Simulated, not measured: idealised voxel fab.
Process module under the name voxel transistor to metal
Section cut is 145 nm wide and gridded with 5 nm square cells.
Cross-section spec: square-cell grid; bands listed top down; each band is one or more rows. First you get the band's top height and its bottom height, in nm, and then the materials it's made of, left to right, with each width in nm. If you see a single material with "everywhere", that one covers the band edge to edge. "blank" is empty space. We count height from 0. Below that, the starting wafer is all one material. The lowest band never ends at the bottom but goes on down; see "0 down" for how that is written. A width such as "30 to 40" changes by the same amount from each row of cells to the next, from the band's top row to its bottom row. Any step labelled "changes: none" changed none of the cells in the cross-section. Entry "Closed void table". Content: empty spaces with no open connection to the top, size 8 cells or greater. Each: width x height at distance. Distance: from left edge. Unit: nm. Where a step's line continues beyond its settings, the continuation is a remark by the simulator itself on that step. For masked steps, "overlay nm" on the step line gives how far right of plan the mask actually lay; a minus sign means it lay to the left.

# Set out below are the planned steps of the process
1: RECEIVE: material Si
2: CONFORMAL_DEP: material SiO2, thk nm 5
3: CONFORMAL_DEP: material SiN, thk nm 15
4: DIRECTIONAL_DEP: material aC, thk nm 15
5: PATTERN: tone cover, mask id ACTIVE, material resist, width nm 95, thk nm 30, overlay nm 0
6: DIRECTIONAL_ETCH: etch materials aC, depth nm 15
7: STRIP: etch materials resist
8: DIRECTIONAL_ETCH: etch materials SiN, depth nm 15
9: DIRECTIONAL_ETCH: etch materials SiO2, depth nm 5
10: DIRECTIONAL_ETCH: etch materials Si, depth nm 35
11: STRIP: etch materials aC
12: OXIDIZE: depth nm 5
13: FILL_DEP: material SiO2, thk nm 10
14: CMP: height nm 20
15: SELECTIVE_ETCH: etch materials SiO2, depth nm 10
16: STRIP: etch materials SiN
17: SELECTIVE_ETCH: etch materials SiO2, depth nm 5
18: OXIDIZE: depth nm 5
19: DIRECTIONAL_DEP: material polySi, thk nm 30
20: DIRECTIONAL_DEP: material SiCN, thk nm 10
21: DIRECTIONAL_DEP: material aC, thk nm 15
22: PATTERN: tone cover, mask id GATE, material resist, width nm 25, thk nm 35, overlay nm 0
23: DIRECTIONAL_ETCH: etch materials aC, depth nm 15
24: STRIP: etch materials resist
25: DIRECTIONAL_ETCH: etch materials SiCN, depth nm 20
26: DIRECTIONAL_ETCH: etch materials polySi, depth nm 40
27: STRIP: etch materials aC
28: CONFORMAL_DEP: material SiN, thk nm 5
29: DIRECTIONAL_ETCH: etch materials SiN, depth nm 5
30: DIRECTIONAL_ETCH: etch materials SiO2, depth nm 5
31: DIRECTIONAL_ETCH: etch materials Si, depth nm 15
32: EPI: material SiGe, thk nm 20
33: FILL_DEP: material SiO2, thk nm 5
34: CMP: height nm 30
35: STRIP: etch materials polySi
36: SELECTIVE_ETCH: etch materials SiO2, depth nm 5
37: CONFORMAL_DEP: material HfO2, thk nm 5
38: CONFORMAL_DEP: material TiN, thk nm 5
39: FILL_DEP: material W, thk nm 10
40: CMP: height nm 25
41: DIRECTIONAL_DEP: material SiO2, thk nm 10
42: MASKED_ETCH: tone open, mask id CONTACT, width nm 15, pitch nm 70, etch materials SiO2, depth nm 35, overlay nm 0
43: CONFORMAL_DEP: material TiN, thk nm 5
44: FILL_DEP: material Ru, thk nm 10
45: CMP: height nm 35
46: CONFORMAL_DEP: material SiCN, thk nm 5
47: DIRECTIONAL_DEP: material SiO2, thk nm 20
48: MASKED_ETCH: tone open, mask id METAL_1, width nm 15, pitch nm 70, etch materials SiO2, depth nm 20, overlay nm 0
49: MASKED_ETCH: tone open, mask id METAL_1, width nm 15, pitch nm 70, etch materials SiCN, depth nm 5, overlay nm 0
50: CONFORMAL_DEP: material TiN, thk nm 5
51: FILL_DEP: material W, thk nm 5
52: CMP: height nm 60
53: EPI: material Ru, thk nm 5
54: FILL_DEP: material SiCN, thk nm 5

# Wafer, first of two, run as planned

# As-received wafer cross-section (after step 1)
* 0 down = Si everywhere
* Closed void table: none

# The wafer, seen in cross-section, after step 2
* 5 to 0 = SiO2 everywhere
* No changes below 0.

# The wafer, seen in cross-section, after step 3
* 20 to 5 = SiN everywhere
* No changes below 5.

# The wafer, seen in cross-section, after step 4
* 35 to 20 = aC everywhere
* No changes below 20.

# The wafer, seen in cross-section, after step 5
* 65 to 35 = blank 25; resist 95; blank 25
* No changes below 35.

# The wafer, seen in cross-section, after step 6
* 50 to 35 = blank 25; resist 95; blank 25
* 35 to 20 = blank 25; aC 95; blank 25
* No changes below 20.

# The wafer, seen in cross-section, after step 7
* 35 to 20 = blank 25; aC 95; blank 25
* No changes below 20.

# The wafer, seen in cross-section, after step 8
* 35 to 20 = blank 25; aC 95; blank 25
* 20 to 5 = blank 25; SiN 95; blank 25
* No changes below 5.

# The wafer, seen in cross-section, after step 9
* 35 to 20 = blank 25; aC 95; blank 25
* 20 to 5 = blank 25; SiN 95; blank 25
* 5 to 0 = blank 25; SiO2 95; blank 25
* No changes below 0.

# The wafer, seen in cross-section, after step 10
* 35 to 20 = blank 25; aC 95; blank 25
* 20 to 5 = blank 25; SiN 95; blank 25
* 5 to 0 = blank 25; SiO2 95; blank 25
* 0 to -35 = blank 25; Si 95; blank 25
* No changes below -35.

# The wafer, seen in cross-section, after step 11
* 20 to 5 = blank 25; SiN 95; blank 25
* No changes below 5.

# The wafer, seen in cross-section, after step 12
* 20 to 5 = blank 25; SiN 95; blank 25
* 5 to 0 = blank 25; SiO2 95; blank 25
* 0 to -35 = blank 25; SiO2 5; Si 85; SiO2 5; blank 25
* -35 to -40 = SiO2 30; Si 85; SiO2 30
* No changes below -40.

# The wafer, seen in cross-section, after step 13
* 30 to 20 = SiO2 everywhere
* 20 to 5 = SiO2 25; SiN 95; SiO2 25
* 5 to 0 = SiO2 everywhere
* 0 to -40 = SiO2 30; Si 85; SiO2 30
* No changes below -40.

# The wafer, seen in cross-section, after step 14
* 20 to 5 = SiO2 25; SiN 95; SiO2 25
* No changes below 5.

# The wafer, seen in cross-section, after step 15
* 20 to 10 = blank 25; SiN 95; blank 25
* No changes below 10.

# The wafer, seen in cross-section, after step 16
* 10 to 5 = SiO2 25; blank 95; SiO2 25
* No changes below 5.

# The wafer, seen in cross-section, after step 17
* 5 to 0 = SiO2 20; blank 105; SiO2 20
* No changes below 0.

# The wafer, seen in cross-section, after step 18
* 5 to 0 = SiO2 20; blank 105; SiO2 20
* 0 to -5 = SiO2 everywhere
* No changes below -5.

# The wafer, seen in cross-section, after step 19
* 35 to 30 = polySi 20; blank 105; polySi 20
* 30 to 5 = polySi everywhere
* 5 to 0 = SiO2 20; polySi 105; SiO2 20
* No changes below 0.

# The wafer, seen in cross-section, after step 20
* 45 to 40 = SiCN 20; blank 105; SiCN 20
* 40 to 35 = SiCN everywhere
* 35 to 30 = polySi 20; SiCN 105; polySi 20
* No changes below 30.

# The wafer, seen in cross-section, after step 21
* 60 to 55 = aC 20; blank 105; aC 20
* 55 to 45 = aC everywhere
* 45 to 40 = SiCN 20; aC 105; SiCN 20
* No changes below 40.

# The wafer, seen in cross-section, after step 22
* 95 to 60 = blank 60; resist 25; blank 60
* 60 to 55 = aC 20; blank 40; resist 25; blank 40; aC 20
* No changes below 55.

# The wafer, seen in cross-section, after step 23
* 80 to 55 = blank 60; resist 25; blank 60
* 55 to 45 = blank 60; aC 25; blank 60
* 45 to 40 = SiCN 20; blank 40; aC 25; blank 40; SiCN 20
* No changes below 40.

# The wafer, seen in cross-section, after step 24
* 55 to 45 = blank 60; aC 25; blank 60
* No changes below 45.

# The wafer, seen in cross-section, after step 25
* 55 to 40 = blank 60; aC 25; blank 60
* 40 to 35 = blank 60; SiCN 25; blank 60
* 35 to 30 = polySi 20; blank 40; SiCN 25; blank 40; polySi 20
* No changes below 30.

# The wafer, seen in cross-section, after step 26
* 55 to 40 = blank 60; aC 25; blank 60
* 40 to 30 = blank 60; SiCN 25; blank 60
* 30 to 5 = blank 60; polySi 25; blank 60
* 5 to 0 = SiO2 20; blank 40; polySi 25; blank 40; SiO2 20
* No changes below 0.

# The wafer, seen in cross-section, after step 27
* 40 to 30 = blank 60; SiCN 25; blank 60
* No changes below 30.

# The wafer, seen in cross-section, after step 28
* 45 to 40 = blank 55; SiN 35; blank 55
* 40 to 30 = blank 55; SiN 5; SiCN 25; SiN 5; blank 55
* 30 to 10 = blank 55; SiN 5; polySi 25; SiN 5; blank 55
* 10 to 5 = SiN 25; blank 30; SiN 5; polySi 25; SiN 5; blank 30; SiN 25
* 5 to 0 = SiO2 20; SiN 40; polySi 25; SiN 40; SiO2 20
* No changes below 0.

# The wafer, seen in cross-section, after step 29
* 40 to 30 = blank 55; SiN 5; SiCN 25; SiN 5; blank 55
* 30 to 5 = blank 55; SiN 5; polySi 25; SiN 5; blank 55
* 5 to 0 = SiO2 20; SiN 5; blank 30; SiN 5; polySi 25; SiN 5; blank 30; SiN 5; SiO2 20
* No changes below 0.

# The wafer, seen in cross-section, after step 30
* 40 to 30 = blank 55; SiN 5; SiCN 25; SiN 5; blank 55
* 30 to 5 = blank 55; SiN 5; polySi 25; SiN 5; blank 55
* 5 to 0 = blank 20; SiN 5; blank 30; SiN 5; polySi 25; SiN 5; blank 30; SiN 5; blank 20
* 0 to -5 = SiO2 25; blank 30; SiO2 35; blank 30; SiO2 25
* No changes below -5.

# The wafer, seen in cross-section, after step 31
* 40 to 30 = blank 55; SiN 5; SiCN 25; SiN 5; blank 55
* 30 to 5 = blank 55; SiN 5; polySi 25; SiN 5; blank 55
* 5 to 0 = blank 20; SiN 5; blank 30; SiN 5; polySi 25; SiN 5; blank 30; SiN 5; blank 20
* 0 to -5 = SiO2 25; blank 30; SiO2 35; blank 30; SiO2 25
* -5 to -20 = SiO2 30; blank 25; Si 35; blank 25; SiO2 30
* No changes below -20.

# The wafer, seen in cross-section, after step 32
* 40 to 30 = blank 55; SiN 5; SiCN 25; SiN 5; blank 55
* 30 to 15 = blank 55; SiN 5; polySi 25; SiN 5; blank 55
* 15 to 5 = blank 35; SiGe 20; SiN 5; polySi 25; SiN 5; SiGe 20; blank 35
* 5 to 0 = blank 20; SiN 5; blank 10; SiGe 20; SiN 5; polySi 25; SiN 5; SiGe 20; blank 10; SiN 5; blank 20
* 0 to -5 = SiO2 25; SiGe 30; SiO2 35; SiGe 30; SiO2 25
* -5 to -20 = SiO2 30; SiGe 25; Si 35; SiGe 25; SiO2 30
* No changes below -20.

# The wafer, seen in cross-section, after step 33
* 45 to 40 = SiO2 everywhere
* 40 to 30 = SiO2 55; SiN 5; SiCN 25; SiN 5; SiO2 55
* 30 to 15 = SiO2 55; SiN 5; polySi 25; SiN 5; SiO2 55
* 15 to 5 = SiO2 35; SiGe 20; SiN 5; polySi 25; SiN 5; SiGe 20; SiO2 35
* 5 to 0 = SiO2 20; SiN 5; SiO2 10; SiGe 20; SiN 5; polySi 25; SiN 5; SiGe 20; SiO2 10; SiN 5; SiO2 20
* No changes below 0.

# The wafer, seen in cross-section, after step 34
* 30 to 15 = SiO2 55; SiN 5; polySi 25; SiN 5; SiO2 55
* No changes below 15.

# The wafer, seen in cross-section, after step 35
* 30 to 15 = SiO2 55; SiN 5; blank 25; SiN 5; SiO2 55
* 15 to 5 = SiO2 35; SiGe 20; SiN 5; blank 25; SiN 5; SiGe 20; SiO2 35
* 5 to 0 = SiO2 20; SiN 5; SiO2 10; SiGe 20; SiN 5; blank 25; SiN 5; SiGe 20; SiO2 10; SiN 5; SiO2 20
* No changes below 0.

# The wafer, seen in cross-section, after step 36
* 30 to 25 = blank 55; SiN 5; blank 25; SiN 5; blank 55
* 25 to 15 = SiO2 55; SiN 5; blank 25; SiN 5; SiO2 55
* 15 to 5 = SiO2 35; SiGe 20; SiN 5; blank 25; SiN 5; SiGe 20; SiO2 35
* 5 to 0 = SiO2 20; SiN 5; SiO2 10; SiGe 20; SiN 5; blank 25; SiN 5; SiGe 20; SiO2 10; SiN 5; SiO2 20
* 0 to -5 = SiO2 25; SiGe 30; blank 35; SiGe 30; SiO2 25
* No changes below -5.

# The wafer, seen in cross-section, after step 37
* 35 to 30 = blank 50; HfO2 15; blank 15; HfO2 15; blank 50
* 30 to 25 = HfO2 55; SiN 5; HfO2 5; blank 15; HfO2 5; SiN 5; HfO2 55
* 25 to 15 = SiO2 55; SiN 5; HfO2 5; blank 15; HfO2 5; SiN 5; SiO2 55
* 15 to 5 = SiO2 35; SiGe 20; SiN 5; HfO2 5; blank 15; HfO2 5; SiN 5; SiGe 20; SiO2 35
* 5 to 0 = SiO2 20; SiN 5; SiO2 10; SiGe 20; SiN 5; HfO2 5; blank 15; HfO2 5; SiN 5; SiGe 20; SiO2 10; SiN 5; SiO2 20
* 0 to -5 = SiO2 25; SiGe 30; HfO2 35; SiGe 30; SiO2 25
* No changes below -5.

# The wafer, seen in cross-section, after step 38
* 40 to 35 = blank 45; TiN 25; blank 5; TiN 25; blank 45
* 35 to 30 = TiN 50; HfO2 15; TiN 5; blank 5; TiN 5; HfO2 15; TiN 50
* 30 to 25 = HfO2 55; SiN 5; HfO2 5; TiN 5; blank 5; TiN 5; HfO2 5; SiN 5; HfO2 55
* 25 to 15 = SiO2 55; SiN 5; HfO2 5; TiN 5; blank 5; TiN 5; HfO2 5; SiN 5; SiO2 55
* 15 to 5 = SiO2 35; SiGe 20; SiN 5; HfO2 5; TiN 5; blank 5; TiN 5; HfO2 5; SiN 5; SiGe 20; SiO2 35
* 5 to 0 = SiO2 20; SiN 5; SiO2 10; SiGe 20; SiN 5; HfO2 5; TiN 15; HfO2 5; SiN 5; SiGe 20; SiO2 10; SiN 5; SiO2 20
* No changes below 0.

# The wafer, seen in cross-section, after step 39
* 50 to 40 = W everywhere
* 40 to 35 = W 45; TiN 25; W 5; TiN 25; W 45
* 35 to 30 = TiN 50; HfO2 15; TiN 5; W 5; TiN 5; HfO2 15; TiN 50
* 30 to 25 = HfO2 55; SiN 5; HfO2 5; TiN 5; W 5; TiN 5; HfO2 5; SiN 5; HfO2 55
* 25 to 15 = SiO2 55; SiN 5; HfO2 5; TiN 5; W 5; TiN 5; HfO2 5; SiN 5; SiO2 55
* 15 to 5 = SiO2 35; SiGe 20; SiN 5; HfO2 5; TiN 5; W 5; TiN 5; HfO2 5; SiN 5; SiGe 20; SiO2 35
* No changes below 5.

# The wafer, seen in cross-section, after step 40
* 25 to 15 = SiO2 55; SiN 5; HfO2 5; TiN 5; W 5; TiN 5; HfO2 5; SiN 5; SiO2 55
* No changes below 15.

# The wafer, seen in cross-section, after step 41
* 35 to 25 = SiO2 everywhere
* No changes below 25.

# The wafer, seen in cross-section, after step 42
* 35 to 25 = SiO2 30; blank 15; SiO2 55; blank 15; SiO2 30
* 25 to 15 = SiO2 30; blank 15; SiO2 10; SiN 5; HfO2 5; TiN 5; W 5; TiN 5; HfO2 5; SiN 5; SiO2 10; blank 15; SiO2 30
* 15 to 5 = SiO2 30; blank 5; SiGe 20; SiN 5; HfO2 5; TiN 5; W 5; TiN 5; HfO2 5; SiN 5; SiGe 20; blank 5; SiO2 30
* 5 to 0 = SiO2 20; SiN 5; SiO2 5; blank 5; SiGe 20; SiN 5; HfO2 5; TiN 15; HfO2 5; SiN 5; SiGe 20; blank 5; SiO2 5; SiN 5; SiO2 20
* No changes below 0.

# The wafer, seen in cross-section, after step 43
* 40 to 35 = TiN 35; blank 5; TiN 65; blank 5; TiN 35
* 35 to 25 = SiO2 30; TiN 5; blank 5; TiN 5; SiO2 55; TiN 5; blank 5; TiN 5; SiO2 30
* 25 to 20 = SiO2 30; TiN 5; blank 5; TiN 5; SiO2 10; SiN 5; HfO2 5; TiN 5; W 5; TiN 5; HfO2 5; SiN 5; SiO2 10; TiN 5; blank 5; TiN 5; SiO2 30
* 20 to 15 = SiO2 30; TiN 15; SiO2 10; SiN 5; HfO2 5; TiN 5; W 5; TiN 5; HfO2 5; SiN 5; SiO2 10; TiN 15; SiO2 30
* 15 to 5 = SiO2 30; TiN 5; SiGe 20; SiN 5; HfO2 5; TiN 5; W 5; TiN 5; HfO2 5; SiN 5; SiGe 20; TiN 5; SiO2 30
* 5 to 0 = SiO2 20; SiN 5; SiO2 5; TiN 5; SiGe 20; SiN 5; HfO2 5; TiN 15; HfO2 5; SiN 5; SiGe 20; TiN 5; SiO2 5; SiN 5; SiO2 20
* No changes below 0.

# The wafer, seen in cross-section, after step 44
* 50 to 40 = Ru everywhere
* 40 to 35 = TiN 35; Ru 5; TiN 65; Ru 5; TiN 35
* 35 to 25 = SiO2 30; TiN 5; Ru 5; TiN 5; SiO2 55; TiN 5; Ru 5; TiN 5; SiO2 30
* 25 to 20 = SiO2 30; TiN 5; Ru 5; TiN 5; SiO2 10; SiN 5; HfO2 5; TiN 5; W 5; TiN 5; HfO2 5; SiN 5; SiO2 10; TiN 5; Ru 5; TiN 5; SiO2 30
* No changes below 20.

# The wafer, seen in cross-section, after step 45
* 35 to 25 = SiO2 30; TiN 5; Ru 5; TiN 5; SiO2 55; TiN 5; Ru 5; TiN 5; SiO2 30
* No changes below 25.

# The wafer, seen in cross-section, after step 46
* 40 to 35 = SiCN everywhere
* No changes below 35.

# The wafer, seen in cross-section, after step 47
* 60 to 40 = SiO2 everywhere
* No changes below 40.

# The wafer, seen in cross-section, after step 48
* 60 to 40 = SiO2 30; blank 15; SiO2 55; blank 15; SiO2 30
* No changes below 40.

# The wafer, seen in cross-section, after step 49
* 60 to 40 = SiO2 30; blank 15; SiO2 55; blank 15; SiO2 30
* 40 to 35 = SiCN 30; blank 15; SiCN 55; blank 15; SiCN 30
* No changes below 35.

# The wafer, seen in cross-section, after step 50
* 65 to 60 = TiN 35; blank 5; TiN 65; blank 5; TiN 35
* 60 to 40 = SiO2 30; TiN 5; blank 5; TiN 5; SiO2 55; TiN 5; blank 5; TiN 5; SiO2 30
* 40 to 35 = SiCN 30; TiN 15; SiCN 55; TiN 15; SiCN 30
* No changes below 35.

# The wafer, seen in cross-section, after step 51
* 70 to 65 = W everywhere
* 65 to 60 = TiN 35; W 5; TiN 65; W 5; TiN 35
* 60 to 40 = SiO2 30; TiN 5; W 5; TiN 5; SiO2 55; TiN 5; W 5; TiN 5; SiO2 30
* No changes below 40.

# The wafer, seen in cross-section, after step 52
* 60 to 40 = SiO2 30; TiN 5; W 5; TiN 5; SiO2 55; TiN 5; W 5; TiN 5; SiO2 30
* No changes below 40.

# The wafer, seen in cross-section, after step 53
* 65 to 60 = blank 25; Ru 25; blank 45; Ru 25; blank 25
* No changes below 60.

# The wafer, seen in cross-section, after step 54
* 70 to 65 = SiCN everywhere
* 65 to 60 = SiCN 25; Ru 25; SiCN 45; Ru 25; SiCN 25
* No changes below 60.

# second wafer: like start, like plan, one mistake. Through step 47 it matches the first wafer

# when step 48 should have ended
* 60 to 40 = SiO2 35; blank 15; SiO2 55; blank 15; SiO2 25
* No changes below 40.

# when step 49 should have ended
* 60 to 40 = SiO2 35; blank 15; SiO2 55; blank 15; SiO2 25
* 40 to 35 = SiCN 35; blank 10; SiCN 60; blank 10; SiCN 30
* No changes below 35.

# when step 50 should have ended
* 65 to 60 = TiN 40; blank 5; TiN 65; blank 5; TiN 30
* 60 to 45 = SiO2 35; TiN 5; blank 5; TiN 5; SiO2 55; TiN 5; blank 5; TiN 5; SiO2 25
* 45 to 40 = SiO2 35; TiN 15; SiO2 55; TiN 15; SiO2 25
* 40 to 35 = SiCN 35; TiN 10; SiCN 60; TiN 10; SiCN 30
* No changes below 35.

# when step 51 should have ended
* 70 to 65 = W everywhere
* 65 to 60 = TiN 40; W 5; TiN 65; W 5; TiN 30
* 60 to 45 = SiO2 35; TiN 5; W 5; TiN 5; SiO2 55; TiN 5; W 5; TiN 5; SiO2 25
* No changes below 45.

# when step 52 should have ended
* 60 to 45 = SiO2 35; TiN 5; W 5; TiN 5; SiO2 55; TiN 5; W 5; TiN 5; SiO2 25
* No changes below 45.

# when step 53 should have ended
* 65 to 60 = blank 30; Ru 25; blank 45; Ru 25; blank 20
* No changes below 60.

# when step 54 should have ended
* 70 to 65 = SiCN everywhere
* 65 to 60 = SiCN 30; Ru 25; SiCN 45; Ru 25; SiCN 20
* No changes below 60.
Here's what went sideways: note that step 48 departed from the planned setting and was carried out as MASKED_ETCH: tone open, mask id METAL_1, width nm 15, pitch nm 70, etch materials SiO2, depth nm 20, overlay nm 5
Counted in cells at the end, the second wafer holds more or fewer of these materials than the first: +2 SiCN, -2 W
